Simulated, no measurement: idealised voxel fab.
process module | voxel spacer lines
cross-section cut | 160 nm wide | cells 5 nm
A cross-section is a grid of square cells, given in bands from the top down. A band is one or more rows of cells.
Each band's line starts with the height of the band's top and of its bottom, in nm. Then come its materials from left to right, each with its width in nm. One material with "throughout" fills the band from edge to edge. "air" is empty space.
Height 0 is the level under which the wafer as received is all one material. The lowest band goes on downwards, as in "0 down".
A width such as "30 to 40" changes by the same amount from each row of cells to the next, from the band's top row to its bottom row.
"no change" after a step means that no cell of the cross-section changed.
closed voids: empty space of 8 cells or more with no open way to the top, each as width x height at its distance from the left edge, in nm
after a step's settings: what the simulator itself notes on the step
overlay nm, on a step with a mask: how far to the right of its planned place the mask lay; to the left if negative
plan
1 op RECEIVE | material Si
2 op CONFORMAL_DEP | material Al2O3 | thk nm 5
3 op DIRECTIONAL_DEP | material polySi | thk nm 20
4 op DIRECTIONAL_DEP | material aC | thk nm 20
5 op PATTERN | tone cover | mask id MANDREL | material resist | width nm 25 | pitch nm 80 | thk nm 30 | overlay nm -10
6 op DIRECTIONAL_ETCH | etch materials aC | depth nm 20
7 op STRIP | etch materials resist
8 op CONFORMAL_DEP | material SiN | thk nm 15
9 op DIRECTIONAL_ETCH | etch materials SiN | depth nm 15
10 op STRIP | etch materials aC
11 op DIRECTIONAL_ETCH | etch materials polySi | depth nm 20
12 op STRIP | etch materials SiN
varied across the wafers: overlay nm of step 5. The plan shows the first wafer's value. All wafers start alike
first wafer as received, after step 1
  0 down: Si throughout
  closed voids: none
each wafer at the end: cells of each material gained (+) or lost (-) since it was received, then its closed voids
overlay nm -10 | +32 Al2O3 | +48 polySi | closed voids: none
overlay nm -5 | +32 Al2O3 | +48 polySi | closed voids: none
overlay nm 0 | +32 Al2O3 | +48 polySi | closed voids: none
overlay nm 5 | +32 Al2O3 | +48 polySi | closed voids: none
overlay nm 10 | +32 Al2O3 | +48 polySi | closed voids: none
overlay nm 15 | +32 Al2O3 | +48 polySi | closed voids: none
